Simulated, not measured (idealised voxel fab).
process module | voxel ribs on slabs
cross-section cut | 150 nm wide | cells 5 nm
A cross-section is a grid of square cells, given in bands from the top down. A band is one or more rows of cells.
Each band's line starts with the height of the band's top and of its bottom, in nm. Then come its materials from left to right, each with its width in nm. One material with "throughout" fills the band from edge to edge. "air" is empty space.
Height 0 is the level under which the wafer as received is all one material. The lowest band goes on downwards, as in "0 down".
A width such as "30 to 40" changes by the same amount from each row of cells to the next, from the band's top row to its bottom row.
"no change" after a step means that no cell of the cross-section changed.
closed voids: empty space of 8 cells or more with no open way to the top, each as width x height at its distance from the left edge, in nm
after a step's settings: what the simulator itself notes on the step
overlay nm, on a step with a mask: how far to the right of its planned place the mask lay; to the left if negative
plan
1 op RECEIVE | material Si
2 op DIRECTIONAL_DEP | material SiO2 | thk nm 30
3 op DIRECTIONAL_DEP | material polySi | thk nm 20
4 op DIRECTIONAL_DEP | material aC | thk nm 15
5 op PATTERN | tone cover | mask id RIB | material resist | width nm 20 | thk nm 30 | overlay nm 0
6 op DIRECTIONAL_ETCH | etch materials aC | depth nm 15
7 op STRIP | etch materials resist
8 op DIRECTIONAL_ETCH | etch materials polySi | depth nm 15
9 op STRIP | etch materials aC
10 op PATTERN | tone cover | mask id SLAB | material resist | width nm 60 | thk nm 15 | overlay nm 0
11 op DIRECTIONAL_ETCH | etch materials polySi | depth nm 5
12 op STRIP | etch materials resist
13 op FILL_DEP | material SiO2 | thk nm 25
14 op CMP | height nm 65
15 op DIRECTIONAL_DEP | material W | thk nm 5
16 op PATTERN | tone cover | mask id HEATER | material resist | width nm 30 | thk nm 15 | overlay nm 0
17 op DIRECTIONAL_ETCH | etch materials W | depth nm 5
18 op STRIP | etch materials resist
19 op CONFORMAL_DEP | material SiO2 | thk nm 5
first wafer, as planned
as received, after step 1
  0 down: Si throughout
  closed voids: none
after step 2
  30 to 0: SiO2 throughout
  below 0: unchanged
after step 3
  50 to 30: polySi throughout
  below 30: unchanged
after step 4
  65 to 50: aC throughout
  below 50: unchanged
after step 5
  95 to 65: air 65 | resist 20 | air 65
  below 65: unchanged
after step 6
  80 to 65: air 65 | resist 20 | air 65
  65 to 50: air 65 | aC 20 | air 65
  below 50: unchanged
after step 7
  65 to 50: air 65 | aC 20 | air 65
  below 50: unchanged
after step 8
  65 to 50: air 65 | aC 20 | air 65
  50 to 35: air 65 | polySi 20 | air 65
  below 35: unchanged
after step 9
  50 to 35: air 65 | polySi 20 | air 65
  below 35: unchanged
after step 10
  65 to 50: air 45 | resist 60 | air 45
  50 to 35: air 45 | resist 20 | polySi 20 | resist 20 | air 45
  below 35: unchanged
after step 11
  65 to 50: air 45 | resist 60 | air 45
  50 to 35: air 45 | resist 20 | polySi 20 | resist 20 | air 45
  35 to 30: air 45 | polySi 60 | air 45
  below 30: unchanged
after step 12
  50 to 35: air 65 | polySi 20 | air 65
  below 35: unchanged
after step 13
  75 to 50: SiO2 throughout
  50 to 35: SiO2 65 | polySi 20 | SiO2 65
  35 to 30: SiO2 45 | polySi 60 | SiO2 45
  below 30: unchanged
after step 14
  65 to 50: SiO2 throughout
  below 50: unchanged
after step 15
  70 to 65: W throughout
  below 65: unchanged
after step 16
  85 to 70: air 60 | resist 30 | air 60
  below 70: unchanged
after step 17
  85 to 70: air 60 | resist 30 | air 60
  70 to 65: air 60 | W 30 | air 60
  below 65: unchanged
after step 18
  70 to 65: air 60 | W 30 | air 60
  below 65: unchanged
after step 19
  75 to 70: air 55 | SiO2 40 | air 55
  70 to 65: SiO2 60 | W 30 | SiO2 60
  below 65: unchanged
second wafer: like start, like plan, one mistake. Through step 2 it matches the first wafer
when step 3 should have ended
  70 to 30: polySi throughout
  below 30: unchanged
when step 4 should have ended
  85 to 70: aC throughout
  below 70: unchanged
when step 5 should have ended
  115 to 85: air 65 | resist 20 | air 65
  below 85: unchanged
when step 6 should have ended
  100 to 85: air 65 | resist 20 | air 65
  85 to 70: air 65 | aC 20 | air 65
  below 70: unchanged
when step 7 should have ended
  85 to 70: air 65 | aC 20 | air 65
  below 70: unchanged
when step 8 should have ended
  85 to 70: air 65 | aC 20 | air 65
  70 to 55: air 65 | polySi 20 | air 65
  below 55: unchanged
when step 9 should have ended
  70 to 55: air 65 | polySi 20 | air 65
  below 55: unchanged
when step 10 should have ended
  85 to 70: air 45 | resist 60 | air 45
  70 to 55: air 45 | resist 20 | polySi 20 | resist 20 | air 45
  below 55: unchanged
when step 11 should have ended
  85 to 70: air 45 | resist 60 | air 45
  70 to 55: air 45 | resist 20 | polySi 20 | resist 20 | air 45
  55 to 50: air 45 | polySi 60 | air 45
  below 50: unchanged
when step 12 should have ended
  70 to 55: air 65 | polySi 20 | air 65
  below 55: unchanged
when step 13 should have ended
  95 to 70: SiO2 throughout
  70 to 55: SiO2 65 | polySi 20 | SiO2 65
  55 to 50: SiO2 45 | polySi 60 | SiO2 45
  below 50: unchanged
when step 14 should have ended
  65 to 55: SiO2 65 | polySi 20 | SiO2 65
  below 55: unchanged
when step 15 should have ended
  70 to 65: W throughout
  below 65: unchanged
when step 16 should have ended
  85 to 70: air 60 | resist 30 | air 60
  below 70: unchanged
when step 17 should have ended
  85 to 70: air 60 | resist 30 | air 60
  70 to 65: air 60 | W 30 | air 60
  below 65: unchanged
when step 18 should have ended
  70 to 65: air 60 | W 30 | air 60
  below 65: unchanged
when step 19 should have ended
  75 to 70: air 55 | SiO2 40 | air 55
  70 to 65: SiO2 60 | W 30 | SiO2 60
  below 65: unchanged
what went wrong: step 3 was run twice
at the end the second wafer has, in cells: 116 fewer of SiO2 | 116 more of polySi
